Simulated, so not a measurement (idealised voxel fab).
process module | voxel local oxidation
cross-section cut | 235 nm wide | cells 5 nm
A cross-section is a grid of square cells, given in bands from the top down. A band is one or more rows of cells.
Each band's line starts with the height of the band's top and of its bottom, in nm. Then come its materials from left to right, each with its width in nm. One material with "throughout" fills the band from edge to edge. "air" is empty space.
Height 0 is the level under which the wafer as received is all one material. The lowest band goes on downwards, as in "0 down".
A width such as "30 to 40" changes by the same amount from each row of cells to the next, from the band's top row to its bottom row.
"no change" after a step means that no cell of the cross-section changed.
closed voids: empty space of 8 cells or more with no open way to the top, each as width x height at its distance from the left edge, in nm
after a step's settings: what the simulator itself notes on the step
overlay nm, on a step with a mask: how far to the right of its planned place the mask lay; to the left if negative
plan
1 op RECEIVE | material Si
2 op OXIDIZE | depth nm 5
3 op CONFORMAL_DEP | material SiN | thk nm 15
4 op PATTERN | tone cover | mask id ACTIVE | material resist | width nm 130 | thk nm 20 | overlay nm 0
5 op DIRECTIONAL_ETCH | etch materials SiN | depth nm 15
6 op STRIP | etch materials resist
7 op SELECTIVE_ETCH | etch materials SiO2 | depth nm 5
8 op OXIDIZE | depth nm 10
9 op STRIP | etch materials SiN
as received, after step 1
  0 down: Si throughout
  closed voids: none
first wafer at the end, as planned
  0 to -5: air 55 | SiO2 120 | air 60
  -5 to -15: SiO2 65 | Si 100 | SiO2 70
  -15 down: Si throughout
  closed voids: none
second wafer at the end: like start, like plan, one mistake
  0 to -5: air 60 | SiO2 120 | air 55
  -5 to -15: SiO2 70 | Si 100 | SiO2 65
  -15 down: Si throughout
  closed voids: none
what went wrong: step 4 ran as: op PATTERN | tone cover | mask id ACTIVE | material resist | width nm 130 | thk nm 20 | overlay nm 5
at the end the second wafer has, in cells: as many of each material as the first, in other places
